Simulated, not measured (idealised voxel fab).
Presented below is a process module, voxel lift off.
This is section cut - it's 290 nm across, gridded in 5 nm square cells.
In what follows, cross-sections appear as grids of square cells, described through bands that run from the top down, where every band is one or more rows of cells. Heads up on the band format: heights come first, top then bottom, in nm. After that it's the materials left to right, each with its width in nm. A single material flagged "full width" fills the whole band edge to edge, and "air" means there's empty space there. Basically, 0 is our baseline, since under it the wafer straight out of the box is all one material. The bottom band has no lower end and keeps on going down, so it looks like "top 0, no bottom". The two numbers in a width such as "30 to 40" mark its ends across the band: the first belongs to the top row of cells, the second to the bottom row, and from each row to the next the width moves by the same amount. "everything unchanged", as given for a step, is the statement that not any cell of the cross-section underwent a change during that step. "Cavities, closed": sealed empty spaces, 8 cells or more, no open way to top, listed width x height at distance, with distance from the left edge and width, height and distance in nm. On each step's line, the part that comes after the settings is the simulator's own comment on the step. If you see "overlay nm" on a step's line and that step has a mask, it's telling you how far right of where it was planned the mask ended up; a negative number means it went left instead.

The planned process steps are enumerated hereunder
1. RECEIVE, material Si
2. CONFORMAL_DEP, material SiO2, thk nm 10
3. PATTERN, tone open, mask id LINES, material resist, width nm 20, pitch nm 35, thk nm 20, overlay nm 0
4. DIRECTIONAL_DEP, material Ru, thk nm 10
5. STRIP, etch materials resist
6. CONFORMAL_DEP, material SiCN, thk nm 5

Cross-section of the incoming wafer, state after step 1
  top 0, no bottom  Si full width
  Cavities, closed: none

Module complete - cross-section of the first of two wafers, run according to plan
  top 25, bottom 20  air 75 nm  SiCN 30 nm  air 5 nm  SiCN 30 nm  air 5 nm  SiCN 30 nm  air 5 nm  SiCN 30 nm  air 80 nm
  top 20, bottom 15  air 75 nm  SiCN 5 nm  Ru 20 nm  SiCN 5 nm  air 5 nm  SiCN 5 nm  Ru 20 nm  SiCN 5 nm  air 5 nm  SiCN 5 nm  Ru 20 nm  SiCN 5 nm  air 5 nm  SiCN 5 nm  Ru 20 nm  SiCN 5 nm  air 80 nm
  top 15, bottom 10  SiCN 80 nm  Ru 20 nm  SiCN 15 nm  Ru 20 nm  SiCN 15 nm  Ru 20 nm  SiCN 15 nm  Ru 20 nm  SiCN 85 nm
  top 10, bottom 0  SiO2 full width
  top 0, no bottom  Si full width
  Cavities, closed: none

Cross-section, wafer two of two, end of module: same start and plan as wafer one, one error in execution
  top 25, bottom 20  air 80 nm  SiCN 25 nm  air 10 nm  SiCN 25 nm  air 10 nm  SiCN 25 nm  air 10 nm  SiCN 25 nm  air 80 nm
  top 20, bottom 15  air 80 nm  SiCN 5 nm  Ru 15 nm  SiCN 5 nm  air 10 nm  SiCN 5 nm  Ru 15 nm  SiCN 5 nm  air 10 nm  SiCN 5 nm  Ru 15 nm  SiCN 5 nm  air 10 nm  SiCN 5 nm  Ru 15 nm  SiCN 5 nm  air 80 nm
  top 15, bottom 10  SiCN 85 nm  Ru 15 nm  SiCN 20 nm  Ru 15 nm  SiCN 20 nm  Ru 15 nm  SiCN 20 nm  Ru 15 nm  SiCN 85 nm
  top 10, bottom 0  SiO2 full width
  top 0, no bottom  Si full width
  Cavities, closed: none
Diagnosis: step 3 went in with a setting other than planned; the actual run was PATTERN, tone open, mask id LINES, material resist, width nm 15, pitch nm 35, thk nm 20, overlay nm 0
It is noted that, at the conclusion of processing, the second wafer exhibits a higher or lower cell count for certain materials relative to the first: 8 fewer of Ru
